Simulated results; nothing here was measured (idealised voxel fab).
process module | voxel transistor to metal
cross-section cut | 160 nm wide | cells 5 nm
A cross-section is a grid of square cells, given in bands from the top down. A band is one or more rows of cells.
Each band's line starts with the height of the band's top and of its bottom, in nm. Then come its materials from left to right, each with its width in nm. One material with "throughout" fills the band from edge to edge. "air" is empty space.
Height 0 is the level under which the wafer as received is all one material. The lowest band goes on downwards, as in "0 down".
A width such as "30 to 40" changes by the same amount from each row of cells to the next, from the band's top row to its bottom row.
"no change" after a step means that no cell of the cross-section changed.
closed voids: empty space of 8 cells or more with no open way to the top, each as width x height at its distance from the left edge, in nm
after a step's settings: what the simulator itself notes on the step
overlay nm, on a step with a mask: how far to the right of its planned place the mask lay; to the left if negative
plan
1 op RECEIVE | material Si
2 op OXIDIZE | depth nm 5
3 op CONFORMAL_DEP | material SiN | thk nm 10
4 op DIRECTIONAL_DEP | material aC | thk nm 15
5 op PATTERN | tone cover | mask id ACTIVE | material resist | width nm 115 | thk nm 35 | overlay nm 0
6 op DIRECTIONAL_ETCH | etch materials aC | depth nm 15
7 op STRIP | etch materials resist
8 op DIRECTIONAL_ETCH | etch materials SiN | depth nm 10
9 op DIRECTIONAL_ETCH | etch materials SiO2 | depth nm 5
10 op DIRECTIONAL_ETCH | etch materials Si | depth nm 30
11 op STRIP | etch materials aC
12 op OXIDIZE | depth nm 5
13 op FILL_DEP | material SiO2 | thk nm 10
14 op CMP | height nm 10
15 op SELECTIVE_ETCH | etch materials SiO2 | depth nm 5
16 op STRIP | etch materials SiN
17 op SELECTIVE_ETCH | etch materials SiO2 | depth nm 5
18 op OXIDIZE | depth nm 5
19 op DIRECTIONAL_DEP | material polySi | thk nm 20
20 op DIRECTIONAL_DEP | material SiCN | thk nm 10
21 op DIRECTIONAL_DEP | material aC | thk nm 15
22 op PATTERN | tone cover | mask id GATE | material resist | width nm 15 | thk nm 30 | overlay nm 0
23 op DIRECTIONAL_ETCH | etch materials aC | depth nm 15
24 op STRIP | etch materials resist
25 op DIRECTIONAL_ETCH | etch materials SiCN | depth nm 20
26 op DIRECTIONAL_ETCH | etch materials polySi | depth nm 30
27 op STRIP | etch materials aC
28 op CONFORMAL_DEP | material SiN | thk nm 10
29 op DIRECTIONAL_ETCH | etch materials SiN | depth nm 10
30 op DIRECTIONAL_ETCH | etch materials SiO2 | depth nm 5
31 op DIRECTIONAL_ETCH | etch materials Si | depth nm 5
32 op EPI | material nSi | thk nm 10
33 op FILL_DEP | material SiO2 | thk nm 5
34 op CMP | height nm 25
35 op DIRECTIONAL_DEP | material SiO2 | thk nm 15
36 op PATTERN | tone open | mask id CONTACT | material resist | width nm 35 | pitch nm 60 | thk nm 20 | overlay nm 0
37 op DIRECTIONAL_ETCH | etch materials SiO2 | depth nm 45
38 op STRIP | etch materials resist
39 op CONFORMAL_DEP | material TiN | thk nm 5
40 op FILL_DEP | material W | thk nm 5
41 op CMP | height nm 40
42 op CONFORMAL_DEP | material SiCN | thk nm 5
43 op DIRECTIONAL_DEP | material lowk | thk nm 15
44 op MASKED_ETCH | tone open | mask id METAL_1 | width nm 20 | pitch nm 75 | etch materials lowk | depth nm 15 | overlay nm 0
45 op MASKED_ETCH | tone open | mask id METAL_1 | width nm 20 | pitch nm 75 | etch materials SiCN | depth nm 5 | overlay nm 0
46 op CONFORMAL_DEP | material TiN | thk nm 5
47 op FILL_DEP | material Cu | thk nm 5
48 op CMP | height nm 60
49 op EPI | material Ru | thk nm 5
50 op FILL_DEP | material SiCN | thk nm 5
as received, after step 1
  0 down: Si throughout
  closed voids: none
first wafer at the end, as planned
  70 to 65: SiCN throughout
  65 to 60: SiCN 25 | Ru 30 | SiCN 45 | Ru 30 | SiCN 30
  60 to 45: lowk 30 | TiN 5 | Cu 10 | TiN 5 | lowk 55 | TiN 5 | Cu 10 | TiN 5 | lowk 35
  45 to 40: SiCN 30 | TiN 20 | SiCN 55 | TiN 20 | SiCN 35
  40 to 30: SiO2 30 | TiN 5 | W 25 | TiN 5 | SiO2 25 | TiN 5 | W 25 | TiN 5 | SiO2 35
  30 to 25: SiO2 30 | TiN 5 | W 20 | TiN 10 | SiO2 25 | TiN 10 | W 20 | TiN 5 | SiO2 35
  25 to 15: SiO2 30 | TiN 5 | W 20 | TiN 5 | SiN 10 | SiCN 15 | SiN 10 | TiN 5 | W 20 | TiN 5 | SiO2 35
  15 to 5: SiO2 30 | TiN 5 | W 20 | TiN 5 | SiN 10 | polySi 15 | SiN 10 | TiN 5 | W 20 | TiN 5 | SiO2 35
  5 to 0: SiO2 30 | TiN 5 | W 10 | TiN 15 | SiN 10 | polySi 15 | SiN 10 | TiN 15 | W 10 | TiN 5 | SiO2 35
  0 to -5: SiO2 15 | SiN 10 | SiO2 5 | TiN 20 | nSi 10 | SiN 10 | polySi 15 | SiN 10 | nSi 10 | TiN 20 | SiO2 5 | SiN 10 | SiO2 20
  -5 to -10: SiO2 25 | nSi 35 | SiO2 35 | nSi 35 | SiO2 30
  -10 to -15: SiO2 25 | nSi 35 | Si 35 | nSi 35 | SiO2 30
  -15 to -40: SiO2 25 | Si 105 | SiO2 30
  -40 down: Si throughout
  closed voids: none
second wafer at the end: like start, like plan, one mistake
  70 to 65: SiCN throughout
  65 to 60: SiCN 25 | Ru 30 | SiCN 45 | Ru 30 | SiCN 30
  60 to 45: lowk 30 | TiN 5 | Cu 10 | TiN 5 | lowk 55 | TiN 5 | Cu 10 | TiN 5 | lowk 35
  45 to 40: SiCN 30 | TiN 20 | SiCN 55 | TiN 20 | SiCN 35
  40 to 30: SiO2 30 | TiN 5 | W 25 | TiN 5 | SiO2 25 | TiN 5 | W 25 | TiN 5 | SiO2 35
  30 to 25: SiO2 30 | TiN 5 | W 20 | TiN 10 | SiO2 25 | TiN 10 | W 20 | TiN 5 | SiO2 35
  25 to 15: SiO2 30 | TiN 5 | W 20 | TiN 5 | SiN 10 | SiCN 15 | SiN 10 | TiN 5 | W 20 | TiN 5 | SiO2 35
  15 to 5: SiO2 30 | TiN 5 | W 20 | TiN 5 | SiN 10 | polySi 15 | SiN 10 | TiN 5 | W 20 | TiN 5 | SiO2 35
  5 to 0: SiO2 30 | TiN 5 | W 10 | TiN 15 | SiN 10 | polySi 15 | SiN 10 | TiN 15 | W 10 | TiN 5 | SiO2 35
  0 to -5: SiO2 10 | SiN 10 | SiO2 10 | TiN 20 | nSi 10 | SiN 10 | polySi 15 | SiN 10 | nSi 10 | TiN 20 | SiO2 10 | SiN 10 | SiO2 15
  -5 to -10: SiO2 10 | SiN 15 | nSi 35 | SiO2 35 | nSi 35 | SiN 15 | SiO2 15
  -10 to -15: SiO2 30 | nSi 30 | Si 35 | nSi 30 | SiO2 35
  -15 to -40: SiO2 25 | Si 105 | SiO2 30
  -40 down: Si throughout
  closed voids: none
what went wrong: steps 15 and 16 were swapped
at the end the second wafer has, in cells: 6 more of SiN | 4 fewer of SiO2 | 2 fewer of nSi
